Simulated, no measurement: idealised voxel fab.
Module name: voxel ribs on slabs (process module)
190 nm wide, 5 nm square cells: that's cross-section cut.
In what follows, cross-sections appear as grids of square cells, described through bands that run from the top down, where every band is one or more rows of cells.
Heads up on the band format: heights come first, top then bottom, in nm. After that it's the materials left to right, each with its width in nm. A single material flagged "everywhere" fills the whole band edge to edge, and "blank" means there's empty space there.
Height reference: 0 = level under which incoming wafer is all one material. Lowest band: no bottom, runs on downward, e.g. "top 0, no bottom".
Note: "30..40" means the width goes from the first number (top row of the band) to the second number (bottom row) in equal steps per row of cells.
Step marked "no change occurred"? Then no cell in the cross-section changed in it.
Listed in "Sealed internal cavities": every empty space of 8 or more cells without an open way to the top. Form: width x height at distance, the distance being from the left edge, all in nm.
Post-settings text on a step line: simulator's own remark regarding the step.
What "overlay nm" on a step's line means: if the step has a mask, that mask lay this far to the right of its planned place, or, when the value is negative, to the left.
Reading key. Pairs: pre-step and post-step cross-section, one process step apart; post-step view only to lowest changed band. Step between + settings: beneath pair. Runs: pairs may be from different runs of this module, same starting wafer. Continuation from pair above: only where "Pre-step view" entry says.

# Pre-step view
  top 0, no bottom: Si everywhere
  Sealed internal cavities: none

# Structure After Step
  top 25, bottom 0: SiO2 everywhere
  Under the height 0 nothing was changed.
  Sealed internal cavities: none
Between the two cross-sections you see above, the step is DIRECTIONAL_DEP with material SiO2, thk nm 25

Pre-step view: nothing new to draw here, it's the after view of the pair just above.

# Structure After Step
  top 40, bottom 25: SiN everywhere
  Under the height 25 nothing was changed.
  Sealed internal cavities: none
Between the two cross-sections you see above, the step is DIRECTIONAL_DEP with material SiN, thk nm 15

Pre-step view: nothing new to draw here, it's the after view of the pair just above.

# Structure After Step
  top 60, bottom 40: 80 of blank; 30 of resist; 80 of blank
  Under the height 40 nothing was changed.
  Sealed internal cavities: none
Between the two cross-sections you see above, the step is PATTERN with tone cover, mask id RIB, material resist, width nm 30, thk nm 20, overlay nm 0

Pre-step view: nothing new to draw here, it's the after view of the pair just above.

# Structure After Step
  top 60, bottom 40: 80 of blank; 30 of resist; 80 of blank
  top 40, bottom 35: 80 of blank; 30 of SiN; 80 of blank
  Under the height 35 nothing was changed.
  Sealed internal cavities: none
Between the two cross-sections you see above, the step is DIRECTIONAL_ETCH with etch materials SiN, depth nm 5

Pre-step view: nothing new to draw here, it's the after view of the pair just above.

# Structure After Step
  top 40, bottom 35: 80 of blank; 30 of SiN; 80 of blank
  Under the height 35 nothing was changed.
  Sealed internal cavities: none
Between the two cross-sections you see above, the step is STRIP with etch materials resist

Pre-step view: nothing new to draw here, it's the after view of the pair just above.

# Structure After Step
  top 40, bottom 35: 80 of blank; 30 of SiN; 80 of blank
  top 35, bottom 25: 55 of blank; 80 of SiN; 55 of blank
  Under the height 25 nothing was changed.
  Sealed internal cavities: none
Between the two cross-sections you see above, the step is MASKED_ETCH with tone cover, mask id SLAB, width nm 80, etch materials SiN, depth nm 10, overlay nm 0

Pre-step view: nothing new to draw here, it's the after view of the pair just above.

# Structure After Step
  top 60, bottom 40: SiO2 everywhere
  top 40, bottom 35: 80 of SiO2; 30 of SiN; 80 of SiO2
  top 35, bottom 25: 55 of SiO2; 80 of SiN; 55 of SiO2
  Under the height 25 nothing was changed.
  Sealed internal cavities: none
Between the two cross-sections you see above, the step is FILL_DEP with material SiO2, thk nm 20

Pre-step view: nothing new to draw here, it's the after view of the pair just above.

# Structure After Step
  top 50, bottom 40: SiO2 everywhere
  Under the height 40 nothing was changed.
  Sealed internal cavities: none
Between the two cross-sections you see above, the step is CMP with height nm 50

Pre-step view: nothing new to draw here, it's the after view of the pair just above.

# Structure After Step
  top 60, bottom 50: TiN everywhere
  Under the height 50 nothing was changed.
  Sealed internal cavities: none
Between the two cross-sections you see above, the step is DIRECTIONAL_DEP with material TiN, thk nm 10

Pre-step view: nothing new to draw here, it's the after view of the pair just above.

# Structure After Step
  top 80, bottom 60: 75 of blank; 40 of resist; 75 of blank
  Under the height 60 nothing was changed.
  Sealed internal cavities: none
Between the two cross-sections you see above, the step is PATTERN with tone cover, mask id HEATER, material resist, width nm 40, thk nm 20, overlay nm 0

Pre-step view: nothing new to draw here, it's the after view of the pair just above.

# Structure After Step
  top 80, bottom 60: 75 of blank; 40 of resist; 75 of blank
  top 60, bottom 50: 75 of blank; 40 of TiN; 75 of blank
  Under the height 50 nothing was changed.
  Sealed internal cavities: none
Between the two cross-sections you see above, the step is DIRECTIONAL_ETCH with etch materials TiN, depth nm 10

Pre-step view: nothing new to draw here, it's the after view of the pair just above.

# Structure After Step
  top 60, bottom 50: 75 of blank; 40 of TiN; 75 of blank
  Under the height 50 nothing was changed.
  Sealed internal cavities: none
Between the two cross-sections you see above, the step is STRIP with etch materials resist

Pre-step view: nothing new to draw here, it's the after view of the pair just above.

# Structure After Step
  top 65, bottom 60: 70 of blank; 50 of SiN; 70 of blank
  top 60, bottom 55: 70 of blank; 5 of SiN; 40 of TiN; 5 of SiN; 70 of blank
  top 55, bottom 50: 75 of SiN; 40 of TiN; 75 of SiN
  Under the height 50 nothing was changed.
  Sealed internal cavities: none
Between the two cross-sections you see above, the step is CONFORMAL_DEP with material SiN, thk nm 5

# Pre-step view
  top 40, bottom 25: SiN everywhere
  top 25, bottom 0: SiO2 everywhere
  top 0, no bottom: Si everywhere
  Sealed internal cavities: none

# Structure After Step
  top 55, bottom 25: SiN everywhere
  Under the height 25 nothing was changed.
  Sealed internal cavities: none
Between the two cross-sections you see above, the step is DIRECTIONAL_DEP with material SiN, thk nm 15

Pre-step view: nothing new to draw here, it's the after view of the pair just above.

# Structure After Step
  top 75, bottom 55: 80 of blank; 30 of resist; 80 of blank
  Under the height 55 nothing was changed.
  Sealed internal cavities: none
Between the two cross-sections you see above, the step is PATTERN with tone cover, mask id RIB, material resist, width nm 30, thk nm 20, overlay nm 0

Pre-step view: nothing new to draw here, it's the after view of the pair just above.

# Structure After Step
  top 75, bottom 55: 80 of blank; 30 of resist; 80 of blank
  top 55, bottom 50: 80 of blank; 30 of SiN; 80 of blank
  Under the height 50 nothing was changed.
  Sealed internal cavities: none
Between the two cross-sections you see above, the step is DIRECTIONAL_ETCH with etch materials SiN, depth nm 5

Pre-step view: nothing new to draw here, it's the after view of the pair just above.

# Structure After Step
  top 55, bottom 50: 80 of blank; 30 of SiN; 80 of blank
  Under the height 50 nothing was changed.
  Sealed internal cavities: none
Between the two cross-sections you see above, the step is STRIP with etch materials resist

Pre-step view: nothing new to draw here, it's the after view of the pair just above.

# Structure After Step
  top 55, bottom 50: 80 of blank; 30 of SiN; 80 of blank
  top 50, bottom 40: 55 of blank; 80 of SiN; 55 of blank
  Under the height 40 nothing was changed.
  Sealed internal cavities: none
Between the two cross-sections you see above, the step is MASKED_ETCH with tone cover, mask id SLAB, width nm 80, etch materials SiN, depth nm 10, overlay nm 0

Pre-step view: nothing new to draw here, it's the after view of the pair just above.

# Structure After Step
  top 75, bottom 55: SiO2 everywhere
  top 55, bottom 50: 80 of SiO2; 30 of SiN; 80 of SiO2
  top 50, bottom 40: 55 of SiO2; 80 of SiN; 55 of SiO2
  Under the height 40 nothing was changed.
  Sealed internal cavities: none
Between the two cross-sections you see above, the step is FILL_DEP with material SiO2, thk nm 20

Pre-step view: nothing new to draw here, it's the after view of the pair just above.

# Structure After Step
  top 50, bottom 40: 55 of SiO2; 80 of SiN; 55 of SiO2
  Under the height 40 nothing was changed.
  Sealed internal cavities: none
Between the two cross-sections you see above, the step is CMP with height nm 50

Pre-step view: nothing new to draw here, it's the after view of the pair just above.

# Structure After Step
  top 60, bottom 50: TiN everywhere
  Under the height 50 nothing was changed.
  Sealed internal cavities: none
Between the two cross-sections you see above, the step is DIRECTIONAL_DEP with material TiN, thk nm 10

Pre-step view: nothing new to draw here, it's the after view of the pair just above.

# Structure After Step
  top 80, bottom 60: 75 of blank; 40 of resist; 75 of blank
  Under the height 60 nothing was changed.
  Sealed internal cavities: none
Between the two cross-sections you see above, the step is PATTERN with tone cover, mask id HEATER, material resist, width nm 40, thk nm 20, overlay nm 0

Pre-step view: nothing new to draw here, it's the after view of the pair just above.

# Structure After Step
  top 80, bottom 60: 75 of blank; 40 of resist; 75 of blank
  top 60, bottom 50: 75 of blank; 40 of TiN; 75 of blank
  Under the height 50 nothing was changed.
  Sealed internal cavities: none
Between the two cross-sections you see above, the step is DIRECTIONAL_ETCH with etch materials TiN, depth nm 10

Pre-step view: nothing new to draw here, it's the after view of the pair just above.

# Structure After Step
  top 60, bottom 50: 75 of blank; 40 of TiN; 75 of blank
  Under the height 50 nothing was changed.
  Sealed internal cavities: none
Between the two cross-sections you see above, the step is STRIP with etch materials resist

Pre-step view: nothing new to draw here, it's the after view of the pair just above.

# Structure After Step
  top 65, bottom 60: 70 of blank; 50 of SiN; 70 of blank
  top 60, bottom 55: 70 of blank; 5 of SiN; 40 of TiN; 5 of SiN; 70 of blank
  top 55, bottom 50: 75 of SiN; 40 of TiN; 75 of SiN
  Under the height 50 nothing was changed.
  Sealed internal cavities: none
Between the two cross-sections you see above, the step is CONFORMAL_DEP with material SiN, thk nm 5

# Pre-step view
  top 25, bottom 0: SiO2 everywhere
  top 0, no bottom: Si everywhere
  Sealed internal cavities: none

# Structure After Step
  top 45, bottom 25: 80 of blank; 30 of resist; 80 of blank
  Under the height 25 nothing was changed.
  Sealed internal cavities: none
Between the two cross-sections you see above, the step is PATTERN with tone cover, mask id RIB, material resist, width nm 30, thk nm 20, overlay nm 0

Pre-step view: nothing new to draw here, it's the after view of the pair just above.

# Structure After Step
  top 60, bottom 45: 80 of blank; 30 of SiN; 80 of blank
  top 45, bottom 40: 80 of blank; 30 of resist; 80 of blank
  top 40, bottom 25: 80 of SiN; 30 of resist; 80 of SiN
  Under the height 25 nothing was changed.
  Sealed internal cavities: none
Between the two cross-sections you see above, the step is DIRECTIONAL_DEP with material SiN, thk nm 15

Pre-step view: nothing new to draw here, it's the after view of the pair just above.

# Structure After Step
  top 55, bottom 45: 80 of blank; 30 of SiN; 80 of blank
  top 45, bottom 35: 80 of blank; 30 of resist; 80 of blank
  Under the height 35 nothing was changed.
  Sealed internal cavities: none
Between the two cross-sections you see above, the step is DIRECTIONAL_ETCH with etch materials SiN, depth nm 5

Pre-step view: nothing new to draw here, it's the after view of the pair just above.

# Structure After Step
  top 35, bottom 25: 80 of SiN; 30 of blank; 80 of SiN
  Under the height 25 nothing was changed.
  Sealed internal cavities: none
Between the two cross-sections you see above, the step is STRIP with etch materials resist

Pre-step view: nothing new to draw here, it's the after view of the pair just above.

# Structure After Step
  top 35, bottom 25: 55 of blank; 25 of SiN; 30 of blank; 25 of SiN; 55 of blank
  Under the height 25 nothing was changed.
  Sealed internal cavities: none
Between the two cross-sections you see above, the step is MASKED_ETCH with tone cover, mask id SLAB, width nm 80, etch materials SiN, depth nm 10, overlay nm 0

Pre-step view: nothing new to draw here, it's the after view of the pair just above.

# Structure After Step
  top 55, bottom 35: SiO2 everywhere
  top 35, bottom 25: 55 of SiO2; 25 of SiN; 30 of SiO2; 25 of SiN; 55 of SiO2
  Under the height 25 nothing was changed.
  Sealed internal cavities: none
Between the two cross-sections you see above, the step is FILL_DEP with material SiO2, thk nm 20

Pre-step view: nothing new to draw here, it's the after view of the pair just above.

# Structure After Step
  top 50, bottom 35: SiO2 everywhere
  Under the height 35 nothing was changed.
  Sealed internal cavities: none
Between the two cross-sections you see above, the step is CMP with height nm 50

Pre-step view: nothing new to draw here, it's the after view of the pair just above.

# Structure After Step
  top 60, bottom 50: TiN everywhere
  Under the height 50 nothing was changed.
  Sealed internal cavities: none
Between the two cross-sections you see above, the step is DIRECTIONAL_DEP with material TiN, thk nm 10

Pre-step view: nothing new to draw here, it's the after view of the pair just above.

# Structure After Step
  top 80, bottom 60: 75 of blank; 40 of resist; 75 of blank
  Under the height 60 nothing was changed.
  Sealed internal cavities: none
Between the two cross-sections you see above, the step is PATTERN with tone cover, mask id HEATER, material resist, width nm 40, thk nm 20, overlay nm 0

Pre-step view: nothing new to draw here, it's the after view of the pair just above.

# Structure After Step
  top 80, bottom 60: 75 of blank; 40 of resist; 75 of blank
  top 60, bottom 50: 75 of blank; 40 of TiN; 75 of blank
  Under the height 50 nothing was changed.
  Sealed internal cavities: none
Between the two cross-sections you see above, the step is DIRECTIONAL_ETCH with etch materials TiN, depth nm 10

Pre-step view: nothing new to draw here, it's the after view of the pair just above.

# Structure After Step
  top 60, bottom 50: 75 of blank; 40 of TiN; 75 of blank
  Under the height 50 nothing was changed.
  Sealed internal cavities: none
Between the two cross-sections you see above, the step is STRIP with etch materials resist

Pre-step view: nothing new to draw here, it's the after view of the pair just above.

# Structure After Step
  top 65, bottom 60: 70 of blank; 50 of SiN; 70 of blank
  top 60, bottom 55: 70 of blank; 5 of SiN; 40 of TiN; 5 of SiN; 70 of blank
  top 55, bottom 50: 75 of SiN; 40 of TiN; 75 of SiN
  Under the height 50 nothing was changed.
  Sealed internal cavities: none
Between the two cross-sections you see above, the step is CONFORMAL_DEP with material SiN, thk nm 5

# Pre-step view
  top 80, bottom 60: 75 of blank; 40 of resist; 75 of blank
  top 60, bottom 50: TiN everywhere
  top 50, bottom 40: SiO2 everywhere
  top 40, bottom 35: 80 of SiO2; 30 of SiN; 80 of SiO2
  top 35, bottom 25: 55 of SiO2; 80 of SiN; 55 of SiO2
  top 25, bottom 0: SiO2 everywhere
  top 0, no bottom: Si everywhere
  Sealed internal cavities: none

# Structure After Step
  top 80, bottom 60: 75 of blank; 40 of resist; 75 of blank
  top 60, bottom 55: 75 of blank; 40 of TiN; 75 of blank
  Under the height 55 nothing was changed.
  Sealed internal cavities: none
Between the two cross-sections you see above, the step is DIRECTIONAL_ETCH with etch materials TiN, depth nm 5

Pre-step view: nothing new to draw here, it's the after view of the pair just above.

# Structure After Step
  top 60, bottom 55: 75 of blank; 40 of TiN; 75 of blank
  Under the height 55 nothing was changed.
  Sealed internal cavities: none
Between the two cross-sections you see above, the step is STRIP with etch materials resist

Pre-step view: nothing new to draw here, it's the after view of the pair just above.

# Structure After Step
  top 65, bottom 60: 70 of blank; 50 of SiN; 70 of blank
  top 60, bottom 55: 75 of SiN; 40 of TiN; 75 of SiN
  Under the height 55 nothing was changed.
  Sealed internal cavities: none
Between the two cross-sections you see above, the step is CONFORMAL_DEP with material SiN, thk nm 5

# Pre-step view
  top 40, bottom 35: 80 of blank; 30 of SiN; 80 of blank
  top 35, bottom 25: SiN everywhere
  top 25, bottom 0: SiO2 everywhere
  top 0, no bottom: Si everywhere
  Sealed internal cavities: none

# Structure After Step
  top 40, bottom 35: 80 of blank; 30 of SiN; 80 of blank
  top 35, bottom 25: 60 of blank; 70 of SiN; 60 of blank
  Under the height 25 nothing was changed.
  Sealed internal cavities: none
Between the two cross-sections you see above, the step is MASKED_ETCH with tone cover, mask id SLAB, width nm 70, etch materials SiN, depth nm 10, overlay nm 0

Pre-step view: nothing new to draw here, it's the after view of the pair just above.

# Structure After Step
  top 60, bottom 40: SiO2 everywhere
  top 40, bottom 35: 80 of SiO2; 30 of SiN; 80 of SiO2
  top 35, bottom 25: 60 of SiO2; 70 of SiN; 60 of SiO2
  Under the height 25 nothing was changed.
  Sealed internal cavities: none
Between the two cross-sections you see above, the step is FILL_DEP with material SiO2, thk nm 20

Pre-step view: nothing new to draw here, it's the after view of the pair just above.

# Structure After Step
  top 50, bottom 40: SiO2 everywhere
  Under the height 40 nothing was changed.
  Sealed internal cavities: none
Between the two cross-sections you see above, the step is CMP with height nm 50

Pre-step view: nothing new to draw here, it's the after view of the pair just above.

# Structure After Step
  top 60, bottom 50: TiN everywhere
  Under the height 50 nothing was changed.
  Sealed internal cavities: none
Between the two cross-sections you see above, the step is DIRECTIONAL_DEP with material TiN, thk nm 10

Pre-step view: nothing new to draw here, it's the after view of the pair just above.

# Structure After Step
  top 80, bottom 60: 75 of blank; 40 of resist; 75 of blank
  Under the height 60 nothing was changed.
  Sealed internal cavities: none
Between the two cross-sections you see above, the step is PATTERN with tone cover, mask id HEATER, material resist, width nm 40, thk nm 20, overlay nm 0

Pre-step view: nothing new to draw here, it's the after view of the pair just above.

# Structure After Step
  top 80, bottom 60: 75 of blank; 40 of resist; 75 of blank
  top 60, bottom 50: 75 of blank; 40 of TiN; 75 of blank
  Under the height 50 nothing was changed.
  Sealed internal cavities: none
Between the two cross-sections you see above, the step is DIRECTIONAL_ETCH with etch materials TiN, depth nm 10

Pre-step view: nothing new to draw here, it's the after view of the pair just above.

# Structure After Step
  top 60, bottom 50: 75 of blank; 40 of TiN; 75 of blank
  Under the height 50 nothing was changed.
  Sealed internal cavities: none
Between the two cross-sections you see above, the step is STRIP with etch materials resist

Pre-step view: nothing new to draw here, it's the after view of the pair just above.

# Structure After Step
  top 65, bottom 60: 70 of blank; 50 of SiN; 70 of blank
  top 60, bottom 55: 70 of blank; 5 of SiN; 40 of TiN; 5 of SiN; 70 of blank
  top 55, bottom 50: 75 of SiN; 40 of TiN; 75 of SiN
  Under the height 50 nothing was changed.
  Sealed internal cavities: none
Between the two cross-sections you see above, the step is CONFORMAL_DEP with material SiN, thk nm 5

# Pre-step view
  top 40, bottom 25: SiN everywhere
  top 25, bottom 0: SiO2 everywhere
  top 0, no bottom: Si everywhere
  Sealed internal cavities: none

# Structure After Step
  top 60, bottom 40: 85 of blank; 30 of resist; 75 of blank
  Under the height 40 nothing was changed.
  Sealed internal cavities: none
Between the two cross-sections you see above, the step is PATTERN with tone cover, mask id RIB, material resist, width nm 30, thk nm 20, overlay nm 5

Pre-step view: nothing new to draw here, it's the after view of the pair just above.

# Structure After Step
  top 60, bottom 40: 85 of blank; 30 of resist; 75 of blank
  top 40, bottom 35: 85 of blank; 30 of SiN; 75 of blank
  Under the height 35 nothing was changed.
  Sealed internal cavities: none
Between the two cross-sections you see above, the step is DIRECTIONAL_ETCH with etch materials SiN, depth nm 5

Pre-step view: nothing new to draw here, it's the after view of the pair just above.

# Structure After Step
  top 40, bottom 35: 85 of blank; 30 of SiN; 75 of blank
  Under the height 35 nothing was changed.
  Sealed internal cavities: none
Between the two cross-sections you see above, the step is STRIP with etch materials resist

Pre-step view: nothing new to draw here, it's the after view of the pair just above.

# Structure After Step
  top 40, bottom 35: 85 of blank; 30 of SiN; 75 of blank
  top 35, bottom 25: 55 of blank; 80 of SiN; 55 of blank
  Under the height 25 nothing was changed.
  Sealed internal cavities: none
Between the two cross-sections you see above, the step is MASKED_ETCH with tone cover, mask id SLAB, width nm 80, etch materials SiN, depth nm 10, overlay nm 0

Pre-step view: nothing new to draw here, it's the after view of the pair just above.

# Structure After Step
  top 60, bottom 40: SiO2 everywhere
  top 40, bottom 35: 85 of SiO2; 30 of SiN; 75 of SiO2
  top 35, bottom 25: 55 of SiO2; 80 of SiN; 55 of SiO2
  Under the height 25 nothing was changed.
  Sealed internal cavities: none
Between the two cross-sections you see above, the step is FILL_DEP with material SiO2, thk nm 20

Pre-step view: nothing new to draw here, it's the after view of the pair just above.

# Structure After Step
  top 50, bottom 40: SiO2 everywhere
  Under the height 40 nothing was changed.
  Sealed internal cavities: none
Between the two cross-sections you see above, the step is CMP with height nm 50

Pre-step view: nothing new to draw here, it's the after view of the pair just above.

# Structure After Step
  top 60, bottom 50: TiN everywhere
  Under the height 50 nothing was changed.
  Sealed internal cavities: none
Between the two cross-sections you see above, the step is DIRECTIONAL_DEP with material TiN, thk nm 10

Pre-step view: nothing new to draw here, it's the after view of the pair just above.

# Structure After Step
  top 80, bottom 60: 75 of blank; 40 of resist; 75 of blank
  Under the height 60 nothing was changed.
  Sealed internal cavities: none
Between the two cross-sections you see above, the step is PATTERN with tone cover, mask id HEATER, material resist, width nm 40, thk nm 20, overlay nm 0

Pre-step view: nothing new to draw here, it's the after view of the pair just above.

# Structure After Step
  top 80, bottom 60: 75 of blank; 40 of resist; 75 of blank
  top 60, bottom 50: 75 of blank; 40 of TiN; 75 of blank
  Under the height 50 nothing was changed.
  Sealed internal cavities: none
Between the two cross-sections you see above, the step is DIRECTIONAL_ETCH with etch materials TiN, depth nm 10

Pre-step view: nothing new to draw here, it's the after view of the pair just above.

# Structure After Step
  top 60, bottom 50: 75 of blank; 40 of TiN; 75 of blank
  Under the height 50 nothing was changed.
  Sealed internal cavities: none
Between the two cross-sections you see above, the step is STRIP with etch materials resist

Pre-step view: nothing new to draw here, it's the after view of the pair just above.

# Structure After Step
  top 65, bottom 60: 70 of blank; 50 of SiN; 70 of blank
  top 60, bottom 55: 70 of blank; 5 of SiN; 40 of TiN; 5 of SiN; 70 of blank
  top 55, bottom 50: 75 of SiN; 40 of TiN; 75 of SiN
  Under the height 50 nothing was changed.
  Sealed internal cavities: none
Between the two cross-sections you see above, the step is CONFORMAL_DEP with material SiN, thk nm 5

# Pre-step view
  top 25, bottom 0: SiO2 everywhere
  top 0, no bottom: Si everywhere
  Sealed internal cavities: none

# Structure After Step
  top 40, bottom 25: TiN everywhere
  Under the height 25 nothing was changed.
  Sealed internal cavities: none
Between the two cross-sections you see above, the step is DIRECTIONAL_DEP with material TiN, thk nm 15

Pre-step view: nothing new to draw here, it's the after view of the pair just above.

# Structure After Step
  top 60, bottom 40: 80 of blank; 30 of resist; 80 of blank
  Under the height 40 nothing was changed.
  Sealed internal cavities: none
Between the two cross-sections you see above, the step is PATTERN with tone cover, mask id RIB, material resist, width nm 30, thk nm 20, overlay nm 0

Pre-step view: nothing new to draw here, it's the after view of the pair just above.

# Structure After Step
  top 40, bottom 25: TiN everywhere
  Under the height 25 nothing was changed.
  Sealed internal cavities: none
Between the two cross-sections you see above, the step is STRIP with etch materials resist

Pre-step view: nothing new to draw here, it's the after view of the pair just above.

# Structure After Step
  top 60, bottom 40: SiO2 everywhere
  Under the height 40 nothing was changed.
  Sealed internal cavities: none
Between the two cross-sections you see above, the step is FILL_DEP with material SiO2, thk nm 20

Pre-step view: nothing new to draw here, it's the after view of the pair just above.

# Structure After Step
  top 50, bottom 40: SiO2 everywhere
  Under the height 40 nothing was changed.
  Sealed internal cavities: none
Between the two cross-sections you see above, the step is CMP with height nm 50

Pre-step view: nothing new to draw here, it's the after view of the pair just above.

# Structure After Step
  top 60, bottom 50: TiN everywhere
  Under the height 50 nothing was changed.
  Sealed internal cavities: none
Between the two cross-sections you see above, the step is DIRECTIONAL_DEP with material TiN, thk nm 10

Pre-step view: nothing new to draw here, it's the after view of the pair just above.

# Structure After Step
  top 80, bottom 60: 75 of blank; 40 of resist; 75 of blank
  Under the height 60 nothing was changed.
  Sealed internal cavities: none
Between the two cross-sections you see above, the step is PATTERN with tone cover, mask id HEATER, material resist, width nm 40, thk nm 20, overlay nm 0

Pre-step view: nothing new to draw here, it's the after view of the pair just above.

# Structure After Step
  top 80, bottom 60: 75 of blank; 40 of resist; 75 of blank
  top 60, bottom 50: 75 of blank; 40 of TiN; 75 of blank
  Under the height 50 nothing was changed.
  Sealed internal cavities: none
Between the two cross-sections you see above, the step is DIRECTIONAL_ETCH with etch materials TiN, depth nm 10

Pre-step view: nothing new to draw here, it's the after view of the pair just above.

# Structure After Step
  top 60, bottom 50: 75 of blank; 40 of TiN; 75 of blank
  Under the height 50 nothing was changed.
  Sealed internal cavities: none
Between the two cross-sections you see above, the step is STRIP with etch materials resist

Pre-step view: nothing new to draw here, it's the after view of the pair just above.

# Structure After Step
  top 65, bottom 60: 70 of blank; 50 of SiN; 70 of blank
  top 60, bottom 55: 70 of blank; 5 of SiN; 40 of TiN; 5 of SiN; 70 of blank
  top 55, bottom 50: 75 of SiN; 40 of TiN; 75 of SiN
  Under the height 50 nothing was changed.
  Sealed internal cavities: none
Between the two cross-sections you see above, the step is CONFORMAL_DEP with material SiN, thk nm 5

# Pre-step view
  top 40, bottom 35: 80 of blank; 30 of SiN; 80 of blank
  top 35, bottom 25: SiN everywhere
  top 25, bottom 0: SiO2 everywhere
  top 0, no bottom: Si everywhere
  Sealed internal cavities: none

# Structure After Step
  top 35, bottom 30: 55 of SiN; 80 of blank; 55 of SiN
  top 30, bottom 25: 55 of SiN; 25 of blank; 30 of SiN; 25 of blank; 55 of SiN
  Under the height 25 nothing was changed.
  Sealed internal cavities: none
Between the two cross-sections you see above, the step is MASKED_ETCH with tone open, mask id SLAB, width nm 80, etch materials SiN, depth nm 10, overlay nm 0

Pre-step view: nothing new to draw here, it's the after view of the pair just above.

# Structure After Step
  top 55, bottom 35: SiO2 everywhere
  top 35, bottom 30: 55 of SiN; 80 of SiO2; 55 of SiN
  top 30, bottom 25: 55 of SiN; 25 of SiO2; 30 of SiN; 25 of SiO2; 55 of SiN
  Under the height 25 nothing was changed.
  Sealed internal cavities: none
Between the two cross-sections you see above, the step is FILL_DEP with material SiO2, thk nm 20

Pre-step view: nothing new to draw here, it's the after view of the pair just above.

# Structure After Step
  top 50, bottom 35: SiO2 everywhere
  Under the height 35 nothing was changed.
  Sealed internal cavities: none
Between the two cross-sections you see above, the step is CMP with height nm 50

Pre-step view: nothing new to draw here, it's the after view of the pair just above.

# Structure After Step
  top 60, bottom 50: TiN everywhere
  Under the height 50 nothing was changed.
  Sealed internal cavities: none
Between the two cross-sections you see above, the step is DIRECTIONAL_DEP with material TiN, thk nm 10

Pre-step view: nothing new to draw here, it's the after view of the pair just above.

# Structure After Step
  top 80, bottom 60: 75 of blank; 40 of resist; 75 of blank
  Under the height 60 nothing was changed.
  Sealed internal cavities: none
Between the two cross-sections you see above, the step is PATTERN with tone cover, mask id HEATER, material resist, width nm 40, thk nm 20, overlay nm 0

Pre-step view: nothing new to draw here, it's the after view of the pair just above.

# Structure After Step
  top 80, bottom 60: 75 of blank; 40 of resist; 75 of blank
  top 60, bottom 50: 75 of blank; 40 of TiN; 75 of blank
  Under the height 50 nothing was changed.
  Sealed internal cavities: none
Between the two cross-sections you see above, the step is DIRECTIONAL_ETCH with etch materials TiN, depth nm 10

Pre-step view: nothing new to draw here, it's the after view of the pair just above.

# Structure After Step
  top 60, bottom 50: 75 of blank; 40 of TiN; 75 of blank
  Under the height 50 nothing was changed.
  Sealed internal cavities: none
Between the two cross-sections you see above, the step is STRIP with etch materials resist

Pre-step view: nothing new to draw here, it's the after view of the pair just above.

# Structure After Step
  top 65, bottom 60: 70 of blank; 50 of SiN; 70 of blank
  top 60, bottom 55: 70 of blank; 5 of SiN; 40 of TiN; 5 of SiN; 70 of blank
  top 55, bottom 50: 75 of SiN; 40 of TiN; 75 of SiN
  Under the height 50 nothing was changed.
  Sealed internal cavities: none
Between the two cross-sections you see above, the step is CONFORMAL_DEP with material SiN, thk nm 5
